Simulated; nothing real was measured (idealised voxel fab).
voxel quadruple lines: a process module
It is cross-section cut that appears here, measuring 165 nm in width, its square cells being 5 nm in size.
In this document a cross-section is written as a grid of square cells. It is given as a series of bands, listed from the top down, and a band is one or more rows of cells.
For a band, the entry starts with two heights in nm, that of the top and then that of the bottom, and carries on with the band's materials in order from left to right, each alongside its width in nm; the word "everywhere" beside a single material means it fills the band edge to edge, and "air" means empty space.
For the purposes of this specification, 0 denotes the height below which the wafer in its as-received condition is composed wholly of one material, and the lowermost band, lacking a lower limit, extends downward without end, as expressed in "0 nm and below".
The notation "30 to 40" denotes a width that varies across the rows of cells in the band, beginning at the first number in the top row, finishing at the second number in the bottom row, and changing by an identical amount from each row to the next.
"nothing changed" (step): cross-section cells unchanged, all of them.
Any empty space of 8 cells or more lacking an open way to the top shows up in "Sealed cavities" as width x height at distance, distance from the left edge, in nm.
The remark found on a step's line after its settings is issued by the simulator itself and pertains to that step.
What "overlay nm" on a step's line means: if the step has a mask, that mask lay this far to the right of its planned place, or, when the value is negative, to the left.
## Below is the list of planned process steps
1: RECEIVE | material Si
2: CONFORMAL_DEP | material SiO2 | thk nm 10
3: DIRECTIONAL_DEP | material Ru | thk nm 10
4: DIRECTIONAL_DEP | material polySi | thk nm 20
5: DIRECTIONAL_DEP | material aC | thk nm 25
6: PATTERN | tone cover | mask id MANDREL | material resist | width nm 25 | thk nm 35 | overlay nm 0
7: DIRECTIONAL_ETCH | etch materials aC | depth nm 25
8: STRIP | etch materials resist
9: CONFORMAL_DEP | material SiO2 | thk nm 15
10: DIRECTIONAL_ETCH | etch materials SiO2 | depth nm 15
11: STRIP | etch materials aC
12: DIRECTIONAL_ETCH | etch materials polySi | depth nm 20
13: STRIP | etch materials SiO2
14: CONFORMAL_DEP | material SiN | thk nm 5
15: DIRECTIONAL_ETCH | etch materials SiN | depth nm 5
16: STRIP | etch materials polySi
17: DIRECTIONAL_ETCH | etch materials Ru | depth nm 10
18: STRIP | etch materials SiN
19: FILL_DEP | material lowk | thk nm 10
20: CMP | height nm 20
## Below: the first of two wafers, run as planned
## Wafer as received: cross-section following step 1
    0 nm and below  Si everywhere
    Sealed cavities: none
## Wafer section view after processing step 2
    10 nm to 0 nm  SiO2 everywhere
    below 0: unchanged
## Wafer section view after processing step 3
    20 nm to 10 nm  Ru everywhere
    below 10: unchanged
## Wafer section view after processing step 4
    40 nm to 20 nm  polySi everywhere
    below 20: unchanged
## Wafer section view after processing step 5
    65 nm to 40 nm  aC everywhere
    below 40: unchanged
## Wafer section view after processing step 6
    100 nm to 65 nm  70 air | 25 resist | 70 air
    below 65: unchanged
## Wafer section view after processing step 7
    75 nm to 65 nm  70 air | 25 resist | 70 air
    65 nm to 40 nm  70 air | 25 aC | 70 air
    below 40: unchanged
## Wafer section view after processing step 8
    65 nm to 40 nm  70 air | 25 aC | 70 air
    below 40: unchanged
## Wafer section view after processing step 9
    80 nm to 65 nm  55 air | 55 SiO2 | 55 air
    65 nm to 55 nm  55 air | 15 SiO2 | 25 aC | 15 SiO2 | 55 air
    55 nm to 40 nm  70 SiO2 | 25 aC | 70 SiO2
    below 40: unchanged
## Wafer section view after processing step 10
    65 nm to 40 nm  55 air | 15 SiO2 | 25 aC | 15 SiO2 | 55 air
    below 40: unchanged
## Wafer section view after processing step 11
    65 nm to 40 nm  55 air | 15 SiO2 | 25 air | 15 SiO2 | 55 air
    below 40: unchanged
## Wafer section view after processing step 12
    65 nm to 40 nm  55 air | 15 SiO2 | 25 air | 15 SiO2 | 55 air
    40 nm to 20 nm  55 air | 15 polySi | 25 air | 15 polySi | 55 air
    below 20: unchanged
## Wafer section view after processing step 13
    40 nm to 20 nm  55 air | 15 polySi | 25 air | 15 polySi | 55 air
    below 20: unchanged
## Wafer section view after processing step 14
    45 nm to 40 nm  50 air | 25 SiN | 15 air | 25 SiN | 50 air
    40 nm to 25 nm  50 air | 5 SiN | 15 polySi | 5 SiN | 15 air | 5 SiN | 15 polySi | 5 SiN | 50 air
    25 nm to 20 nm  55 SiN | 15 polySi | 25 SiN | 15 polySi | 55 SiN
    below 20: unchanged
## Wafer section view after processing step 15
    40 nm to 20 nm  50 air | 5 SiN | 15 polySi | 5 SiN | 15 air | 5 SiN | 15 polySi | 5 SiN | 50 air
    below 20: unchanged
## Wafer section view after processing step 16
    40 nm to 20 nm  50 air | 5 SiN | 15 air | 5 SiN | 15 air | 5 SiN | 15 air | 5 SiN | 50 air
    below 20: unchanged
## Wafer section view after processing step 17
    40 nm to 20 nm  50 air | 5 SiN | 15 air | 5 SiN | 15 air | 5 SiN | 15 air | 5 SiN | 50 air
    20 nm to 10 nm  50 air | 5 Ru | 15 air | 5 Ru | 15 air | 5 Ru | 15 air | 5 Ru | 50 air
    below 10: unchanged
## Wafer section view after processing step 18
    20 nm to 10 nm  50 air | 5 Ru | 15 air | 5 Ru | 15 air | 5 Ru | 15 air | 5 Ru | 50 air
    below 10: unchanged
## Wafer section view after processing step 19
    30 nm to 20 nm  lowk everywhere
    20 nm to 10 nm  50 lowk | 5 Ru | 15 lowk | 5 Ru | 15 lowk | 5 Ru | 15 lowk | 5 Ru | 50 lowk
    below 10: unchanged
## Wafer section view after processing step 20
    20 nm to 10 nm  50 lowk | 5 Ru | 15 lowk | 5 Ru | 15 lowk | 5 Ru | 15 lowk | 5 Ru | 50 lowk
    below 10: unchanged
## Wafer two. Identical start, identical plan. One mistake in execution. Identical history through step 5
## Second wafer, cut view, end of step 6 per plan
    100 nm to 65 nm  70 resist | 25 air | 70 resist
    below 65: unchanged
## Second wafer, cut view, end of step 7 per plan
    75 nm to 65 nm  70 resist | 25 air | 70 resist
    65 nm to 40 nm  70 aC | 25 air | 70 aC
    below 40: unchanged
## Second wafer, cut view, end of step 8 per plan
    65 nm to 40 nm  70 aC | 25 air | 70 aC
    below 40: unchanged
## Second wafer, cut view, end of step 9 per plan
    80 nm to 65 nm  SiO2 everywhere
    65 nm to 40 nm  70 aC | 25 SiO2 | 70 aC
    below 40: unchanged
## Second wafer, cut view, end of step 10 per plan
    65 nm to 40 nm  70 aC | 25 SiO2 | 70 aC
    below 40: unchanged
## Second wafer, cut view, end of step 11 per plan
    65 nm to 40 nm  70 air | 25 SiO2 | 70 air
    below 40: unchanged
## Second wafer, cut view, end of step 12 per plan
    65 nm to 40 nm  70 air | 25 SiO2 | 70 air
    40 nm to 20 nm  70 air | 25 polySi | 70 air
    below 20: unchanged
## Second wafer, cut view, end of step 13 per plan
    40 nm to 20 nm  70 air | 25 polySi | 70 air
    below 20: unchanged
## Second wafer, cut view, end of step 14 per plan
    45 nm to 40 nm  65 air | 35 SiN | 65 air
    40 nm to 25 nm  65 air | 5 SiN | 25 polySi | 5 SiN | 65 air
    25 nm to 20 nm  70 SiN | 25 polySi | 70 SiN
    below 20: unchanged
## Second wafer, cut view, end of step 15 per plan
    40 nm to 20 nm  65 air | 5 SiN | 25 polySi | 5 SiN | 65 air
    below 20: unchanged
## Second wafer, cut view, end of step 16 per plan
    40 nm to 20 nm  65 air | 5 SiN | 25 air | 5 SiN | 65 air
    below 20: unchanged
## Second wafer, cut view, end of step 17 per plan
    40 nm to 20 nm  65 air | 5 SiN | 25 air | 5 SiN | 65 air
    20 nm to 10 nm  65 air | 5 Ru | 25 air | 5 Ru | 65 air
    below 10: unchanged
## Second wafer, cut view, end of step 18 per plan
    20 nm to 10 nm  65 air | 5 Ru | 25 air | 5 Ru | 65 air
    below 10: unchanged
## Second wafer, cut view, end of step 19 per plan
    30 nm to 20 nm  lowk everywhere
    20 nm to 10 nm  65 lowk | 5 Ru | 25 lowk | 5 Ru | 65 lowk
    below 10: unchanged
## Second wafer, cut view, end of step 20 per plan
    20 nm to 10 nm  65 lowk | 5 Ru | 25 lowk | 5 Ru | 65 lowk
    below 10: unchanged
What went wrong in running the wafer? not per plan at step 6, really ran PATTERN | tone open | mask id MANDREL | material resist | width nm 25 | thk nm 35 | overlay nm 0
Count the cells at the end and the second wafer has more or fewer of some materials than the first: 4 fewer of Ru, 4 more of lowk
